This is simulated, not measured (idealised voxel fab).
process module | voxel capacitor over wiring
cross-section cut | 300 nm wide | cells 5 nm
A cross-section is a grid of square cells, given in bands from the top down. A band is one or more rows of cells.
Each band's line starts with the height of the band's top and of its bottom, in nm. Then come its materials from left to right, each with its width in nm. One material with "throughout" fills the band from edge to edge. "air" is empty space.
Height 0 is the level under which the wafer as received is all one material. The lowest band goes on downwards, as in "0 down".
A width such as "30 to 40" changes by the same amount from each row of cells to the next, from the band's top row to its bottom row.
"no change" after a step means that no cell of the cross-section changed.
closed voids: empty space of 8 cells or more with no open way to the top, each as width x height at its distance from the left edge, in nm
after a step's settings: what the simulator itself notes on the step
overlay nm, on a step with a mask: how far to the right of its planned place the mask lay; to the left if negative
plan
1 op RECEIVE | material Si
2 op CONFORMAL_DEP | material SiO2 | thk nm 15
3 op DIRECTIONAL_DEP | material TiN | thk nm 5
4 op DIRECTIONAL_DEP | material W | thk nm 20
5 op PATTERN | tone cover | mask id METAL_1 | material resist | width nm 25 | pitch nm 75 | thk nm 20 | overlay nm 0
6 op DIRECTIONAL_ETCH | etch materials W | depth nm 20
7 op DIRECTIONAL_ETCH | etch materials TiN | depth nm 5
8 op STRIP | etch materials resist
9 op CONFORMAL_DEP | material SiN | thk nm 5
10 op FILL_DEP | material lowk | thk nm 10
11 op CMP | height nm 40
12 op CONFORMAL_DEP | material SiCN | thk nm 5
13 op DIRECTIONAL_DEP | material SiO2 | thk nm 20
14 op MASKED_ETCH | tone open | mask id PLUG_1 | width nm 15 | etch materials SiO2 | depth nm 20 | overlay nm 0
15 op MASKED_ETCH | tone open | mask id PLUG_1 | width nm 15 | etch materials SiCN | depth nm 5 | overlay nm 0
16 op EPI | material Ru | thk nm 10
17 op EPI | material Ru | thk nm 10
18 op EPI | material Ru | thk nm 5
19 op DIRECTIONAL_DEP | material TiN | thk nm 10
20 op DIRECTIONAL_DEP | material HfO2 | thk nm 5
21 op DIRECTIONAL_DEP | material TiN | thk nm 10
22 op MASKED_ETCH | tone cover | mask id UPPER_PLATE | width nm 55 | etch materials TiN | depth nm 10 | overlay nm 0
23 op MASKED_ETCH | tone cover | mask id UPPER_PLATE | width nm 55 | etch materials HfO2 | depth nm 5 | overlay nm 0
24 op DIRECTIONAL_DEP | material aC | thk nm 15
25 op PATTERN | tone cover | mask id LOWER_PLATE | material resist | width nm 65 | thk nm 35 | overlay nm 0
26 op DIRECTIONAL_ETCH | etch materials aC | depth nm 15
27 op STRIP | etch materials resist
28 op DIRECTIONAL_ETCH | etch materials TiN | depth nm 10
29 op STRIP | etch materials aC
30 op FILL_DEP | material SiO2 | thk nm 20
31 op CMP | height nm 105
32 op DIRECTIONAL_DEP | material aC | thk nm 10
33 op PATTERN | tone open | mask id PLUG_2 | material resist | width nm 15 | thk nm 25 | overlay nm 0
34 op DIRECTIONAL_ETCH | etch materials aC | depth nm 10
35 op STRIP | etch materials resist
36 op DIRECTIONAL_ETCH | etch materials SiO2 | depth nm 15
37 op STRIP | etch materials aC
38 op CONFORMAL_DEP | material TiN | thk nm 5
39 op FILL_DEP | material W | thk nm 5
40 op CMP | height nm 105
41 op CONFORMAL_DEP | material SiCN | thk nm 5
as received, after step 1
  0 down: Si throughout
  closed voids: none
a wafer at the end: this start, this plan, one mistake
  110 to 105: SiCN throughout
  105 to 95: SiO2 120 | TiN 5 | W 5 | TiN 5 | SiO2 165
  95 to 90: SiO2 120 | TiN 15 | SiO2 165
  90 to 80: SiO2 110 | TiN 55 | SiO2 135
  80 to 75: SiO2 110 | HfO2 55 | SiO2 135
  75 to 65: SiO2 105 | TiN 70 | SiO2 125
  65 to 45: SiO2 110 | Ru 15 | SiO2 175
  45 to 40: SiCN 110 | Ru 15 | SiCN 175
  40 to 20: lowk 95 | SiN 5 | W 25 | SiN 5 | lowk 40 | SiN 5 | W 25 | SiN 5 | lowk 95
  20 to 15: SiN 100 | TiN 25 | SiN 50 | TiN 25 | SiN 100
  15 to 0: SiO2 throughout
  0 down: Si throughout
  closed voids: none
what went wrong: step 25 ran as: op PATTERN | tone cover | mask id LOWER_PLATE | material resist | width nm 70 | thk nm 35 | overlay nm 0
